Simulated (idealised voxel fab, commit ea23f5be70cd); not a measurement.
process module | voxel double patterning
cross-section cut | 205 nm wide | cells 5 nm
A cross-section is a grid of square cells, given in bands from the top down. A band is one or more rows of cells.
Each band's line starts with the height of the band's top and of its bottom, in nm. Then come its materials from left to right, each with its width in nm. One material with "throughout" fills the band from edge to edge. "air" is empty space.
Height 0 is the level under which the wafer as received is all one material. The lowest band goes on downwards, as in "0 down".
A width such as "30 to 40" changes by the same amount from each row of cells to the next, from the band's top row to its bottom row.
"no change" after a step means that no cell of the cross-section changed.
closed voids: empty space of 8 cells or more with no open way to the top, each as width x height at its distance from the left edge, in nm
after a step's settings: what the simulator itself notes on the step
overlay nm, on a step with a mask: how far to the right of its planned place the mask lay; to the left if negative
plan
1 op RECEIVE | material Si
2 op CONFORMAL_DEP | material SiO2 | thk nm 10
3 op DIRECTIONAL_DEP | material TiN | thk nm 15
4 op DIRECTIONAL_DEP | material SiCN | thk nm 10
5 op MASKED_ETCH | tone open | mask id FIRST | width nm 15 | pitch nm 50 | etch materials SiCN | depth nm 10 | overlay nm 0
6 op MASKED_ETCH | tone open | mask id SECOND | width nm 15 | etch materials SiCN | depth nm 10 | overlay nm 0
7 op DIRECTIONAL_ETCH | etch materials TiN | depth nm 5
8 op STRIP | etch materials SiCN
varied across the wafers: depth nm of step 7. The plan shows the first wafer's value. All wafers start alike
first wafer as received, after step 1
  0 down: Si throughout
  closed voids: none
first wafer at the end, after step 8
  25 to 20: TiN 70 | air 15 | TiN 10 | air 15 | TiN 10 | air 15 | TiN 70
  20 to 10: TiN throughout
  10 to 0: SiO2 throughout
  0 down: Si throughout
  closed voids: none
last wafer at the end
  25 to 10: TiN 70 | air 15 | TiN 10 | air 15 | TiN 10 | air 15 | TiN 70
  10 to 0: SiO2 throughout
  0 down: Si throughout
  closed voids: none
each wafer at the end: cells of each material gained (+) or lost (-) since it was received, then its closed voids
depth nm 5 | +82 SiO2 | +114 TiN | closed voids: none
depth nm 10 | +82 SiO2 | +105 TiN | closed voids: none
depth nm 15 | +82 SiO2 | +96 TiN | closed voids: none
depth nm 20 | +82 SiO2 | +96 TiN | closed voids: none
depth nm 25 | +82 SiO2 | +96 TiN | closed voids: none
depth nm 30 | +82 SiO2 | +96 TiN | closed voids: none
